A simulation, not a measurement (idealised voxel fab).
The following process module bears the name voxel self aligned contacts.
For reference, the cross-section in this document is cut, with width 240 nm and square cells of 5 nm.
Cross-section spec: square-cell grid; bands listed top down; each band is one or more rows.
The band entry comprises the height of the band's top followed by the height of its bottom, expressed in nm, and subsequently the band's materials from left to right, each stated together with its width in nm. Where a single material is marked with the word "all across", that material fills the band from edge to edge. The word "air" represents empty space.
Ref level 0: as-received wafer is one material below here. Bottom band extends down with no lower bound ("0 -> down").
Per-row width for "30..40": begins at first number (top row of band), ends at second number (bottom row), increment between rows held constant.
What does "no change occurred" mean for a step? It means no cell of the cross-section changed in that step.
Listed in "Completely enclosed voids": every empty space of 8 or more cells without an open way to the top. Form: width x height at distance, the distance being from the left edge, all in nm.
Text after the settings on a step's line: the simulator's own remark on that step.
overlay nm: right-of-plan distance of the mask on a masked step; negative values mean left-of-plan.

The steps planned for the process are as follows:
- 1: op RECEIVE | material Si
- 2: op CONFORMAL_DEP | material SiO2 | thk nm 5
- 3: op DIRECTIONAL_DEP | material polySi | thk nm 25
- 4: op DIRECTIONAL_DEP | material SiN | thk nm 20
- 5: op DIRECTIONAL_DEP | material aC | thk nm 10
- 6: op PATTERN | tone cover | mask id GATE | material resist | width nm 35 | pitch nm 75 | thk nm 25 | overlay nm 0
- 7: op DIRECTIONAL_ETCH | etch materials aC | depth nm 10
- 8: op STRIP | etch materials resist
- 9: op DIRECTIONAL_ETCH | etch materials SiN | depth nm 20
- 10: op DIRECTIONAL_ETCH | etch materials polySi | depth nm 25
- 11: op STRIP | etch materials aC
- 12: op CONFORMAL_DEP | material SiN | thk nm 10
- 13: op DIRECTIONAL_ETCH | etch materials SiN | depth nm 10
- 14: op FILL_DEP | material SiO2 | thk nm 10
- 15: op CMP | height nm 55
- 16: op MASKED_ETCH | tone open | mask id CONTACT | width nm 60 | etch materials SiO2 | depth nm 55 | overlay nm 0
- 17: op CONFORMAL_DEP | material TiN | thk nm 5
- 18: op FILL_DEP | material W | thk nm 5
- 19: op CMP | height nm 45
- 20: op CONFORMAL_DEP | material SiCN | thk nm 5
For clarity, it should be stated that the wafers under discussion commence in an identical condition and differ with respect to the height nm of step 19, the plan indicating the value that the first wafer had.

First wafer as received, after step 1:
  0 -> down | Si all across
  Completely enclosed voids: none

End of module, by wafer: material-by-material cell gain (+) or loss (-) since receipt, then closed voids:
height nm 45, +48 SiCN, +106 SiN, +220 SiO2, +20 TiN, +16 W, +70 polySi, Completely enclosed voids: none
height nm 50, +48 SiCN, +128 SiN, +242 SiO2, +22 TiN, +18 W, +70 polySi, Completely enclosed voids: none
height nm 55, +48 SiCN, +128 SiN, +278 SiO2, +32 TiN, +20 W, +70 polySi, Completely enclosed voids: none
height nm 60, +48 SiCN, +128 SiN, +278 SiO2, +70 TiN, +30 W, +70 polySi, Completely enclosed voids: none
height nm 65, +48 SiCN, +128 SiN, +278 SiO2, +70 TiN, +78 W, +70 polySi, Completely enclosed voids: none
